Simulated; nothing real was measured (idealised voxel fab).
process module | voxel self aligned vias
cross-section cut | 160 nm wide | cells 5 nm
A cross-section is a grid of square cells, given in bands from the top down. A band is one or more rows of cells.
Each band's line starts with the height of the band's top and of its bottom, in nm. Then come its materials from left to right, each with its width in nm. One material with "throughout" fills the band from edge to edge. "air" is empty space.
Height 0 is the level under which the wafer as received is all one material. The lowest band goes on downwards, as in "0 down".
A width such as "30 to 40" changes by the same amount from each row of cells to the next, from the band's top row to its bottom row.
"no change" after a step means that no cell of the cross-section changed.
closed voids: empty space of 8 cells or more with no open way to the top, each as width x height at its distance from the left edge, in nm
after a step's settings: what the simulator itself notes on the step
overlay nm, on a step with a mask: how far to the right of its planned place the mask lay; to the left if negative
plan
1 op RECEIVE | material Si
2 op CONFORMAL_DEP | material SiO2 | thk nm 15
3 op CONFORMAL_DEP | material SiCN | thk nm 5
4 op DIRECTIONAL_DEP | material SiO2 | thk nm 25
5 op MASKED_ETCH | tone open | mask id LINES | width nm 25 | pitch nm 50 | etch materials SiO2 | depth nm 25 | overlay nm 0
6 op CONFORMAL_DEP | material TiN | thk nm 5
7 op FILL_DEP | material Ru | thk nm 10
8 op CMP | height nm 45
9 op SELECTIVE_ETCH | etch materials W Ru TiN | depth nm 10
10 op FILL_DEP | material SiN | thk nm 5
11 op CMP | height nm 45
12 op DIRECTIONAL_DEP | material SiO2 | thk nm 20
13 op PATTERN | tone open | mask id VIAS | material resist | width nm 35 | pitch nm 50 | thk nm 20 | overlay nm 0
14 op DIRECTIONAL_ETCH | etch materials SiO2 | depth nm 20
15 op DIRECTIONAL_ETCH | etch materials SiN | depth nm 10
16 op STRIP | etch materials resist
17 op CONFORMAL_DEP | material TiN | thk nm 5
18 op FILL_DEP | material W | thk nm 10
19 op CMP | height nm 65
20 op CONFORMAL_DEP | material SiCN | thk nm 5
as received, after step 1
  0 down: Si throughout
  closed voids: none
first wafer at the end, as planned
  70 to 65: SiCN throughout
  65 to 50: SiO2 35 | TiN 5 | W 25 | TiN 5 | SiO2 15 | TiN 5 | W 25 | TiN 5 | SiO2 40
  50 to 40: SiO2 35 to 40 | TiN 10 to 5 | W 15 | TiN 10 to 5 | SiO2 15 to 25 | TiN 10 to 5 | W 15 | TiN 10 to 5 | SiO2 40 to 45
  40 to 35: SiO2 40 | TiN 25 | SiO2 25 | TiN 25 | SiO2 45
  35 to 25: SiO2 40 | TiN 5 | Ru 15 | TiN 5 | SiO2 25 | TiN 5 | Ru 15 | TiN 5 | SiO2 45
  25 to 20: SiO2 40 | TiN 25 | SiO2 25 | TiN 25 | SiO2 45
  20 to 15: SiCN throughout
  15 to 0: SiO2 throughout
  0 down: Si throughout
  closed voids: none
second wafer at the end: like start, like plan, one mistake
  70 to 65: SiCN throughout
  65 to 50: SiO2 35 | TiN 5 | W 25 | TiN 5 | SiO2 15 | TiN 5 | W 25 | TiN 5 | SiO2 40
  50 to 40: SiO2 35 to 40 | TiN 10 to 5 | W 15 | TiN 10 to 5 | SiO2 15 to 25 | TiN 10 to 5 | W 15 | TiN 10 to 5 | SiO2 40 to 45
  40 to 35: SiO2 40 | TiN 25 | SiO2 25 | TiN 25 | SiO2 45
  35 to 25: SiO2 40 | TiN 5 | Ru 15 | TiN 5 | SiO2 25 | TiN 5 | Ru 15 | TiN 5 | SiO2 45
  25 to 20: SiO2 40 | TiN 25 | SiO2 25 | TiN 25 | SiO2 45
  20 to 5: SiO2 throughout
  5 to 0: SiCN throughout
  0 down: Si throughout
  closed voids: none
what went wrong: steps 2 and 3 were swapped
at the end the second wafer has, in cells: as many of each material as the first, in other places
